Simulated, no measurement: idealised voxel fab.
The name of this process module is voxel double patterning.
Section cut is 260 nm wide and gridded with 5 nm square cells.
Cross-section format: a grid of square cells, given as bands from top to bottom; each band is one or more rows of cells.
Band: top and bottom heights (nm) first, top before bottom; then materials from left to right, widths in nm. "edge to edge" marks a sole material filling the band edge to edge. "blank" denotes empty space.
Below 0: as-received wafer, all one material; heights counted from there. Lowest band: no bottom, goes on down, written "0 nm and below".
With a width like "30 to 40", each row of cells in the band differs from the next by the same amount, the top row carrying the first number and the bottom row the second.
Given "no alteration" for a step, no cell of the cross-section differs between before and after that step.
You'll see "Closed void table" listing empty spaces that have no way open to the top, as long as they're 8 cells or more; the notation is width x height at distance, where the distance is from the left edge, and all of it is in nm.
On a step's line, text after the settings is the simulator commenting on that step.
A step's line can hold "overlay nm"; with a mask on that step, the setting says how far right of the planned place the mask lay, while a negative setting says it lay to the left.

-- Below is the list of planned process steps
1,RECEIVE | material Si
2,CONFORMAL_DEP | material SiO2 | thk nm 5
3,DIRECTIONAL_DEP | material TiN | thk nm 15
4,DIRECTIONAL_DEP | material SiCN | thk nm 10
5,MASKED_ETCH | tone open | mask id FIRST | width nm 15 | pitch nm 50 | etch materials SiCN | depth nm 10 | overlay nm 0
6,MASKED_ETCH | tone open | mask id SECOND | width nm 15 | pitch nm 50 | etch materials SiCN | depth nm 10 | overlay nm 0
7,DIRECTIONAL_ETCH | etch materials TiN | depth nm 15
8,STRIP | etch materials SiCN

-- Below: the first of two wafers, run as planned

-- Wafer as received: cross-section following step 1
* 0 nm and below  Si edge to edge
* Closed void table: none

-- Cross-section of the wafer subsequent to step 2
* 5 nm to 0 nm  SiO2 edge to edge
* Below 0, no change.

-- Cross-section of the wafer subsequent to step 3
* 20 nm to 5 nm  TiN edge to edge
* Below 5, no change.

-- Cross-section of the wafer subsequent to step 4
* 30 nm to 20 nm  SiCN edge to edge
* Below 20, no change.

-- Cross-section of the wafer subsequent to step 5
* 30 nm to 20 nm  70 nm SiCN; 15 nm blank; 35 nm SiCN; 15 nm blank; 35 nm SiCN; 15 nm blank; 75 nm SiCN
* Below 20, no change.

-- Cross-section of the wafer subsequent to step 6
* 30 nm to 20 nm  70 nm SiCN; 15 nm blank; 10 nm SiCN; 15 nm blank; 10 nm SiCN; 15 nm blank; 10 nm SiCN; 15 nm blank; 10 nm SiCN; 15 nm blank; 75 nm SiCN
* Below 20, no change.

-- Cross-section of the wafer subsequent to step 7
* 30 nm to 20 nm  70 nm SiCN; 15 nm blank; 10 nm SiCN; 15 nm blank; 10 nm SiCN; 15 nm blank; 10 nm SiCN; 15 nm blank; 10 nm SiCN; 15 nm blank; 75 nm SiCN
* 20 nm to 5 nm  70 nm TiN; 15 nm blank; 10 nm TiN; 15 nm blank; 10 nm TiN; 15 nm blank; 10 nm TiN; 15 nm blank; 10 nm TiN; 15 nm blank; 75 nm TiN
* Below 5, no change.

-- Cross-section of the wafer subsequent to step 8
* 20 nm to 5 nm  70 nm TiN; 15 nm blank; 10 nm TiN; 15 nm blank; 10 nm TiN; 15 nm blank; 10 nm TiN; 15 nm blank; 10 nm TiN; 15 nm blank; 75 nm TiN
* Below 5, no change.

-- Second of two: same start, same plan, one run error; steps up to and including 4 match the first

-- Second wafer at the planned finish of step 5, seen in cross-section
* 30 nm to 20 nm  70 nm blank; 15 nm SiCN; 35 nm blank; 15 nm SiCN; 35 nm blank; 15 nm SiCN; 75 nm blank
* Below 20, no change.

Second wafer at the planned finish of step 6, seen in cross-section: no alteration

-- Second wafer at the planned finish of step 7, seen in cross-section
* 30 nm to 20 nm  70 nm blank; 15 nm SiCN; 35 nm blank; 15 nm SiCN; 35 nm blank; 15 nm SiCN; 75 nm blank
* 20 nm to 5 nm  70 nm blank; 15 nm TiN; 35 nm blank; 15 nm TiN; 35 nm blank; 15 nm TiN; 75 nm blank
* Below 5, no change.

-- Second wafer at the planned finish of step 8, seen in cross-section
* 20 nm to 5 nm  70 nm blank; 15 nm TiN; 35 nm blank; 15 nm TiN; 35 nm blank; 15 nm TiN; 75 nm blank
* Below 5, no change.
The mistake made against the process plan was this: for step 5, the planned setting was not used; the step was instead run as MASKED_ETCH | tone cover | mask id FIRST | width nm 15 | pitch nm 50 | etch materials SiCN | depth nm 10 | overlay nm 0
Final difference in cells, second wafer against first, listed per material as more or fewer: 84 fewer of TiN
